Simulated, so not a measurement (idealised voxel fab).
process module | voxel self aligned contacts
cross-section cut | 280 nm wide | cells 5 nm
A cross-section is a grid of square cells, given in bands from the top down. A band is one or more rows of cells.
Each band's line starts with the height of the band's top and of its bottom, in nm. Then come its materials from left to right, each with its width in nm. One material with "throughout" fills the band from edge to edge. "air" is empty space.
Height 0 is the level under which the wafer as received is all one material. The lowest band goes on downwards, as in "0 down".
A width such as "30 to 40" changes by the same amount from each row of cells to the next, from the band's top row to its bottom row.
"no change" after a step means that no cell of the cross-section changed.
closed voids: empty space of 8 cells or more with no open way to the top, each as width x height at its distance from the left edge, in nm
after a step's settings: what the simulator itself notes on the step
overlay nm, on a step with a mask: how far to the right of its planned place the mask lay; to the left if negative
plan
1 op RECEIVE | material Si
2 op CONFORMAL_DEP | material SiO2 | thk nm 5
3 op DIRECTIONAL_DEP | material polySi | thk nm 30
4 op DIRECTIONAL_DEP | material SiN | thk nm 15
5 op DIRECTIONAL_DEP | material aC | thk nm 10
6 op PATTERN | tone cover | mask id GATE | material resist | width nm 30 | pitch nm 60 | thk nm 25 | overlay nm 0
7 op DIRECTIONAL_ETCH | etch materials aC | depth nm 10
8 op STRIP | etch materials resist
9 op DIRECTIONAL_ETCH | etch materials SiN | depth nm 15
10 op DIRECTIONAL_ETCH | etch materials polySi | depth nm 30
11 op STRIP | etch materials aC
12 op CONFORMAL_DEP | material SiN | thk nm 5
13 op DIRECTIONAL_ETCH | etch materials SiN | depth nm 5
14 op FILL_DEP | material SiO2 | thk nm 15
15 op CMP | height nm 60
16 op MASKED_ETCH | tone open | mask id CONTACT | width nm 40 | etch materials SiO2 | depth nm 60 | overlay nm -15
17 op CONFORMAL_DEP | material TiN | thk nm 5
18 op FILL_DEP | material W | thk nm 10
19 op CMP | height nm 60
20 op CONFORMAL_DEP | material SiCN | thk nm 5
varied across the wafers: overlay nm of step 16. The plan shows the first wafer's value. All wafers start alike
first wafer as received, after step 1
  0 down: Si throughout
  closed voids: none
each wafer at the end: cells of each material gained (+) or lost (-) since it was received, then its closed voids
overlay nm -15 | +56 SiCN | +72 SiN | +482 SiO2 | +30 TiN | +16 W | +72 polySi | closed voids: none
overlay nm -10 | +56 SiCN | +72 SiN | +472 SiO2 | +30 TiN | +26 W | +72 polySi | closed voids: none
overlay nm -5 | +56 SiCN | +72 SiN | +472 SiO2 | +30 TiN | +26 W | +72 polySi | closed voids: none
overlay nm 0 | +56 SiCN | +72 SiN | +472 SiO2 | +30 TiN | +26 W | +72 polySi | closed voids: none
overlay nm 5 | +56 SiCN | +72 SiN | +472 SiO2 | +30 TiN | +26 W | +72 polySi | closed voids: none
overlay nm 10 | +56 SiCN | +72 SiN | +472 SiO2 | +30 TiN | +26 W | +72 polySi | closed voids: none
overlay nm 15 | +56 SiCN | +72 SiN | +482 SiO2 | +30 TiN | +16 W | +72 polySi | closed voids: none
